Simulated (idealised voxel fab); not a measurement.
You're looking at the process module voxel ribs on slabs.
Square cells of 5 nm make up the cross-section cut, whose width is 290 nm.
Just so we're on the same page, the cross-sections are grids of square cells, and they're listed out in bands top to bottom, each band one or more rows deep. Each band's line starts with the height of the band's top and of its bottom, in nm. Then come its materials from left to right, each with its width in nm. One material with "throughout" fills the band from edge to edge. "blank" is empty space. Height reference: 0 = level under which incoming wafer is all one material. Lowest band: no bottom, runs on downward, e.g. "from 0 down". So if you see something like "30..40" for the width, read it as the top row of the band sitting at the first number and the bottom row at the second, with every row in between moving by the same amount as the last. What does "nothing was modified" mean for a step? It means no cell of the cross-section changed in that step. What "Sealed voids" gives you is every empty space of 8 cells or more that is cut off from the top. Each appears as width x height at distance, with the distance taken from the left edge and width, height and distance all in nm. Post-settings text on a step line: simulator's own remark regarding the step. overlay nm: how far to the right of its planned place the mask lay on this masked step (negative: to the left).
[List of planned process steps]
1: RECEIVE: material Si
2: DIRECTIONAL_DEP: material SiO2, thk nm 25
3: DIRECTIONAL_DEP: material SiN, thk nm 20
4: PATTERN: tone cover, mask id RIB, material resist, width nm 30, thk nm 15, overlay nm 0
5: DIRECTIONAL_ETCH: etch materials SiN, depth nm 10
6: STRIP: etch materials resist
7: DIRECTIONAL_DEP: material aC, thk nm 15
8: PATTERN: tone cover, mask id SLAB, material resist, width nm 60, thk nm 30, overlay nm 0
9: DIRECTIONAL_ETCH: etch materials aC, depth nm 15
10: STRIP: etch materials resist
11: DIRECTIONAL_ETCH: etch materials SiN, depth nm 10
12: STRIP: etch materials aC
13: FILL_DEP: material SiO2, thk nm 25
14: CMP: height nm 65
15: DIRECTIONAL_DEP: material TiN, thk nm 5
16: PATTERN: tone cover, mask id HEATER, material resist, width nm 40, thk nm 15, overlay nm 0
17: DIRECTIONAL_ETCH: etch materials TiN, depth nm 5
18: STRIP: etch materials resist
19: CONFORMAL_DEP: material SiO2, thk nm 5
[First wafer, two in total, run as planned]
[Step 1 complete: cross-section of the wafer as received]
> from 0 down | Si throughout
> Sealed voids: none
[Cross-section: wafer state after step 2]
> from 25 to 0 | SiO2 throughout
> No changes below 0.
[Cross-section: wafer state after step 3]
> from 45 to 25 | SiN throughout
> No changes below 25.
[Cross-section: wafer state after step 4]
> from 60 to 45 | 130 blank / 30 resist / 130 blank
> No changes below 45.
[Cross-section: wafer state after step 5]
> from 60 to 45 | 130 blank / 30 resist / 130 blank
> from 45 to 35 | 130 blank / 30 SiN / 130 blank
> No changes below 35.
[Cross-section: wafer state after step 6]
> from 45 to 35 | 130 blank / 30 SiN / 130 blank
> No changes below 35.
[Cross-section: wafer state after step 7]
> from 60 to 50 | 130 blank / 30 aC / 130 blank
> from 50 to 45 | aC throughout
> from 45 to 35 | 130 aC / 30 SiN / 130 aC
> No changes below 35.
[Cross-section: wafer state after step 8]
> from 90 to 60 | 115 blank / 60 resist / 115 blank
> from 60 to 50 | 115 blank / 15 resist / 30 aC / 15 resist / 115 blank
> No changes below 50.
[Cross-section: wafer state after step 9]
> from 75 to 60 | 115 blank / 60 resist / 115 blank
> from 60 to 50 | 115 blank / 15 resist / 30 aC / 15 resist / 115 blank
> from 50 to 45 | 115 blank / 60 aC / 115 blank
> from 45 to 35 | 115 blank / 15 aC / 30 SiN / 15 aC / 115 blank
> No changes below 35.
[Cross-section: wafer state after step 10]
> from 60 to 50 | 130 blank / 30 aC / 130 blank
> No changes below 50.
[Cross-section: wafer state after step 11]
> from 60 to 50 | 130 blank / 30 aC / 130 blank
> from 50 to 45 | 115 blank / 60 aC / 115 blank
> from 45 to 35 | 115 blank / 15 aC / 30 SiN / 15 aC / 115 blank
> from 35 to 25 | 115 blank / 60 SiN / 115 blank
> No changes below 25.
[Cross-section: wafer state after step 12]
> from 45 to 35 | 130 blank / 30 SiN / 130 blank
> No changes below 35.
[Cross-section: wafer state after step 13]
> from 70 to 45 | SiO2 throughout
> from 45 to 35 | 130 SiO2 / 30 SiN / 130 SiO2
> from 35 to 25 | 115 SiO2 / 60 SiN / 115 SiO2
> No changes below 25.
[Cross-section: wafer state after step 14]
> from 65 to 45 | SiO2 throughout
> No changes below 45.
[Cross-section: wafer state after step 15]
> from 70 to 65 | TiN throughout
> No changes below 65.
[Cross-section: wafer state after step 16]
> from 85 to 70 | 125 blank / 40 resist / 125 blank
> No changes below 70.
[Cross-section: wafer state after step 17]
> from 85 to 70 | 125 blank / 40 resist / 125 blank
> from 70 to 65 | 125 blank / 40 TiN / 125 blank
> No changes below 65.
[Cross-section: wafer state after step 18]
> from 70 to 65 | 125 blank / 40 TiN / 125 blank
> No changes below 65.
[Cross-section: wafer state after step 19]
> from 75 to 70 | 120 blank / 50 SiO2 / 120 blank
> from 70 to 65 | 125 SiO2 / 40 TiN / 125 SiO2
> No changes below 65.
[The second wafer: identical to the first at the outset and in its planned sequence, differing only in that one mistake was made during processing; up to and including step 15, its path is the first wafer's path]
[Cross-section of the second wafer at the time by which step 16 should have been completed according to the plan]
> from 85 to 70 | 115 blank / 40 resist / 135 blank
> No changes below 70.
[Cross-section of the second wafer at the time by which step 17 should have been completed according to the plan]
> from 85 to 70 | 115 blank / 40 resist / 135 blank
> from 70 to 65 | 115 blank / 40 TiN / 135 blank
> No changes below 65.
[Cross-section of the second wafer at the time by which step 18 should have been completed according to the plan]
> from 70 to 65 | 115 blank / 40 TiN / 135 blank
> No changes below 65.
[Cross-section of the second wafer at the time by which step 19 should have been completed according to the plan]
> from 75 to 70 | 110 blank / 50 SiO2 / 130 blank
> from 70 to 65 | 115 SiO2 / 40 TiN / 135 SiO2
> No changes below 65.
What was the processing mistake? step 16 deviated from plan and actually ran as PATTERN: tone cover, mask id HEATER, material resist, width nm 40, thk nm 15, overlay nm -10
The two final wafers agree on how many cells each material fills and disagree on which cells those are.
